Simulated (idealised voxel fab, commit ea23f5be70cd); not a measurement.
voxel released beams: a process module
For reference, the cross-section in this document is cut, with width 285 nm and square cells of 5 nm.
Think of the cross-section as a grid of square cells. We describe it in bands, top to bottom, and each band covers one or more rows of those cells.
What a band's entry tells you: where the top is and where the bottom is, as heights in nm, and after that what lies inside, material by material from left to right, each with its width in nm. Empty space is written as the word "blank", and a single material marked with the word "throughout" occupies the band from edge to edge.
Ref level 0: as-received wafer is one material below here. Bottom band extends down with no lower bound ("from 0 down").
Width "30 to 40": first value at the band's top row of cells, second value at its bottom row, equal change from row to row.
Step note "no alterations made" = no cross-section cell changed.
Entry "Enclosed void listing". Content: empty spaces with no open connection to the top, size 8 cells or greater. Each: width x height at distance. Distance: from left edge. Unit: nm.
Heads up: the bit after the settings on a step's line is the simulator's remark on that step.
overlay nm: step with mask; distance mask lay right of planned place; negative value = left of planned place.

The planned process steps are enumerated hereunder
1) RECEIVE [material Si]
2) CONFORMAL_DEP [material SiN] [thk nm 5]
3) DIRECTIONAL_DEP [material SiO2] [thk nm 20]
4) MASKED_ETCH [tone open] [mask id ANCHOR] [width nm 45] [etch materials SiO2] [depth nm 20] [overlay nm 0]
5) CONFORMAL_DEP [material polySi] [thk nm 15]
6) DIRECTIONAL_DEP [material aC] [thk nm 10]
7) PATTERN [tone cover] [mask id BEAM] [material resist] [width nm 95] [thk nm 30] [overlay nm 0]
8) DIRECTIONAL_ETCH [etch materials aC] [depth nm 10]
9) STRIP [etch materials resist]
10) DIRECTIONAL_ETCH [etch materials polySi] [depth nm 15]
11) STRIP [etch materials aC]
12) STRIP [etch materials SiO2]

Cross-sectional view of the wafer in its as-received condition, corresponding to the state after step 1
from 0 down: Si throughout
Enclosed void listing: none

Module complete - cross-section of the first of two wafers, run according to plan
from 40 to 25: blank 90 nm; polySi 20 nm; blank 15 nm; polySi 60 nm; blank 100 nm
from 25 to 20: blank 95 nm; polySi 15 nm; blank 15 nm; polySi 15 nm; blank 145 nm
from 20 to 5: blank 95 nm; polySi 45 nm; blank 145 nm
from 5 to 0: SiN throughout
from 0 down: Si throughout
Enclosed void listing: none

Module end: cross-section of wafer two of two. Same start and process plan as the first wafer. One mistake during execution
from 55 to 40: blank 90 nm; polySi 95 nm; blank 100 nm
from 40 to 25: polySi throughout
from 25 to 5: SiO2 95 nm; polySi 45 nm; SiO2 145 nm
from 5 to 0: SiN throughout
from 0 down: Si throughout
Enclosed void listing: none
So what did we get wrong on this run? yeah, plan step 5 got run twice
Looking at both finished wafers in cells, the second ends up ahead of or behind the first on some materials: +192 SiO2, +183 polySi
